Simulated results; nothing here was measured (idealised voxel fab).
process module | voxel gate over fins
cross-section cut | 295 nm wide | cells 5 nm
A cross-section is a grid of square cells, given in bands from the top down. A band is one or more rows of cells.
Each band's line starts with the height of the band's top and of its bottom, in nm. Then come its materials from left to right, each with its width in nm. One material with "throughout" fills the band from edge to edge. "air" is empty space.
Height 0 is the level under which the wafer as received is all one material. The lowest band goes on downwards, as in "0 down".
A width such as "30 to 40" changes by the same amount from each row of cells to the next, from the band's top row to its bottom row.
"no change" after a step means that no cell of the cross-section changed.
closed voids: empty space of 8 cells or more with no open way to the top, each as width x height at its distance from the left edge, in nm
after a step's settings: what the simulator itself notes on the step
overlay nm, on a step with a mask: how far to the right of its planned place the mask lay; to the left if negative
plan
1 op RECEIVE | material Si
2 op CONFORMAL_DEP | material SiN | thk nm 10
3 op PATTERN | tone cover | mask id FINS | material resist | width nm 15 | pitch nm 45 | thk nm 20 | overlay nm 0
4 op DIRECTIONAL_ETCH | etch materials SiN | depth nm 10
5 op DIRECTIONAL_ETCH | etch materials Si | depth nm 40
6 op STRIP | etch materials resist
7 op OXIDIZE | depth nm 5
8 op FILL_DEP | material SiO2 | thk nm 15
9 op CMP | height nm 10
10 op SELECTIVE_ETCH | etch materials SiO2 | depth nm 20
11 op STRIP | etch materials SiN
12 op CONFORMAL_DEP | material HfO2 | thk nm 5
13 op CONFORMAL_DEP | material TiN | thk nm 5
14 op FILL_DEP | material W | thk nm 10
15 op CMP | height nm 15
16 op CONFORMAL_DEP | material SiN | thk nm 10
varied across the wafers: width nm of step 3. The plan shows the first wafer's value. All wafers start alike
first wafer as received, after step 1
  0 down: Si throughout
  closed voids: none
each wafer at the end: cells of each material gained (+) or lost (-) since it was received, then its closed voids
width nm 15 | +67 HfO2 | -513 Si | +118 SiN | +399 SiO2 | +67 TiN | +157 W | closed voids: none
width nm 20 | +67 HfO2 | -495 Si | +118 SiN | +385 SiO2 | +67 TiN | +153 W | closed voids: none
width nm 25 | +67 HfO2 | -477 Si | +118 SiN | +371 SiO2 | +67 TiN | +149 W | closed voids: none
width nm 30 | +67 HfO2 | -459 Si | +118 SiN | +357 SiO2 | +67 TiN | +145 W | closed voids: none
